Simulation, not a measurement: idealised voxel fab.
Proc. module: voxel quadruple lines
300 nm wide, 5 nm square cells: that's cross-section cut.
Just so we're on the same page, the cross-sections are grids of square cells, and they're listed out in bands top to bottom, each band one or more rows deep. Heads up on the band format: heights come first, top then bottom, in nm. After that it's the materials left to right, each with its width in nm. A single material flagged "edge to edge" fills the whole band edge to edge, and "empty" means there's empty space there. Beneath 0, the wafer as received is one material, and that level is where height counting begins. The lowest band goes on downward without a bottom; it is written like "0 and below". A width given as "30 to 40" starts at the first number in the band's top row and ends at the second number in its bottom row, shifting by an equal amount at every step from row to row. No cell of the cross-section changed in a step that is given as "changes: none". Listed in "Unvented cavities": every empty space of 8 or more cells without an open way to the top. Form: width x height at distance, the distance being from the left edge, all in nm. Formally, on a step line, whatever follows the settings is a remark that the simulator itself makes on the step. You can add "overlay nm" to a step's line. For a step with a mask, it describes how far the mask lay to the right of its planned position, and a negative number describes a lay to the left.
-- Intended process steps
1: RECEIVE,material Si
2: CONFORMAL_DEP,material Al2O3,thk nm 5
3: DIRECTIONAL_DEP,material W,thk nm 10
4: DIRECTIONAL_DEP,material polySi,thk nm 15
5: DIRECTIONAL_DEP,material aC,thk nm 25
6: PATTERN,tone cover,mask id MANDREL,material resist,width nm 30,pitch nm 80,thk nm 30,overlay nm 0
7: DIRECTIONAL_ETCH,etch materials aC,depth nm 25
8: STRIP,etch materials resist
9: CONFORMAL_DEP,material SiO2,thk nm 10
10: DIRECTIONAL_ETCH,etch materials SiO2,depth nm 10
11: STRIP,etch materials aC
12: DIRECTIONAL_ETCH,etch materials polySi,depth nm 15
13: STRIP,etch materials SiO2
14: CONFORMAL_DEP,material SiN,thk nm 10
15: DIRECTIONAL_ETCH,etch materials SiN,depth nm 10
16: STRIP,etch materials polySi
17: DIRECTIONAL_ETCH,etch materials W,depth nm 10
18: STRIP,etch materials SiN
-- Cross-section of the wafer upon arrival, representing the state reached after step 1
    0 and below  Si edge to edge
    Unvented cavities: none
-- End state of the module in cross-section, given the above starting point and plan and one mistake in execution
    15 down to 5  80 empty  10 W  10 empty  20 W  10 empty  10 W  20 empty  10 W  10 empty  20 W  10 empty  10 W  80 empty
    5 down to 0  Al2O3 edge to edge
    0 and below  Si edge to edge
    Unvented cavities: none
Which mistake was made when the wafer was run? step 6: run off-plan, actual operation and settings PATTERN,tone cover,mask id MANDREL,material resist,width nm 20,pitch nm 80,thk nm 30,overlay nm 0
